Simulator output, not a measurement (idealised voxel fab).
Name of the process module below: voxel ribs on slabs
This is section cut - it's 245 nm across, gridded in 5 nm square cells.
Cross-section = grid of square cells, listed top down in bands; band = one or more rows.
Read a band's entry like this: the first values are the height of its top and the height of its bottom in nm, and what follows is the sequence of materials from left to right, each with its width in nm. Note that "blank" is empty space, and that a single material marked "throughout" reaches across the band from edge to edge.
Height 0 is the level under which the wafer as received is all one material. The lowest band goes on downwards, as in "top 0, no bottom".
When a width is written as two numbers, as in "30 to 40", the first number is the width in the top row of cells of the band and the second is the width in its bottom row, and the width changes by the same amount from each row to the next.
Step note "identical to before" = no cross-section cell changed.
Heads up: "Closed cavity list" only lists the empty pockets with no open path to the top that are 8 cells or more, and it writes them as width x height at distance, distance from the left edge, in nm.
On a step's line, text after the settings is the simulator commenting on that step.
overlay nm: mask offset rightward from planned place, masked step; negative means leftward offset.
Here's what the planned process steps look like:
| 1 | RECEIVE | material Si |
| 2 | DIRECTIONAL_DEP | material SiO2 | thk nm 30 |
| 3 | DIRECTIONAL_DEP | material polySi | thk nm 25 |
| 4 | MASKED_ETCH | tone cover | mask id RIB | width nm 30 | etch materials polySi | depth nm 10 | overlay nm 0 |
| 5 | MASKED_ETCH | tone cover | mask id SLAB | width nm 70 | etch materials polySi | depth nm 15 | overlay nm 0 |
| 6 | FILL_DEP | material SiO2 | thk nm 20 |
| 7 | CMP | height nm 70 |
| 8 | DIRECTIONAL_DEP | material TiN | thk nm 5 |
| 9 | DIRECTIONAL_DEP | material aC | thk nm 15 |
| 10 | PATTERN | tone cover | mask id HEATER | material resist | width nm 40 | thk nm 30 | overlay nm 0 |
| 11 | DIRECTIONAL_ETCH | etch materials aC | depth nm 15 |
| 12 | STRIP | etch materials resist |
| 13 | DIRECTIONAL_ETCH | etch materials TiN | depth nm 5 |
| 14 | STRIP | etch materials aC |
| 15 | CONFORMAL_DEP | material SiO2 | thk nm 10 |
So this is the incoming wafer in cross-section - it's already been through step 1:
- top 0, no bottom: Si throughout
- Closed cavity list: none
First of two wafers: cross-section at end of module, run per plan:
- top 85, bottom 80: 90 of blank, 60 of SiO2, 95 of blank
- top 80, bottom 75: SiO2 throughout
- top 75, bottom 70: 100 of SiO2, 40 of TiN, 105 of SiO2
- top 70, bottom 55: SiO2 throughout
- top 55, bottom 45: 105 of SiO2, 30 of polySi, 110 of SiO2
- top 45, bottom 30: 85 of SiO2, 70 of polySi, 90 of SiO2
- top 30, bottom 0: SiO2 throughout
- top 0, no bottom: Si throughout
- Closed cavity list: none
Cross-section, wafer two of two, end of module: same start and plan as wafer one, one error in execution:
- top 85, bottom 80: 90 of blank, 60 of SiO2, 95 of blank
- top 80, bottom 75: SiO2 throughout
- top 75, bottom 70: 100 of SiO2, 40 of TiN, 105 of SiO2
- top 70, bottom 55: SiO2 throughout
- top 55, bottom 45: 105 of SiO2, 30 of polySi, 110 of SiO2
- top 45, bottom 30: 85 of SiO2, 75 of polySi, 85 of SiO2
- top 30, bottom 0: SiO2 throughout
- top 0, no bottom: Si throughout
- Closed cavity list: none
Deviation noted in wafer processing: heads up, step 5 didn't go per plan, it actually ran as MASKED_ETCH | tone cover | mask id SLAB | width nm 75 | etch materials polySi | depth nm 15 | overlay nm 0
Count the cells at the end and the second wafer has more or fewer of some materials than the first: 3 fewer of SiO2, 3 more of polySi
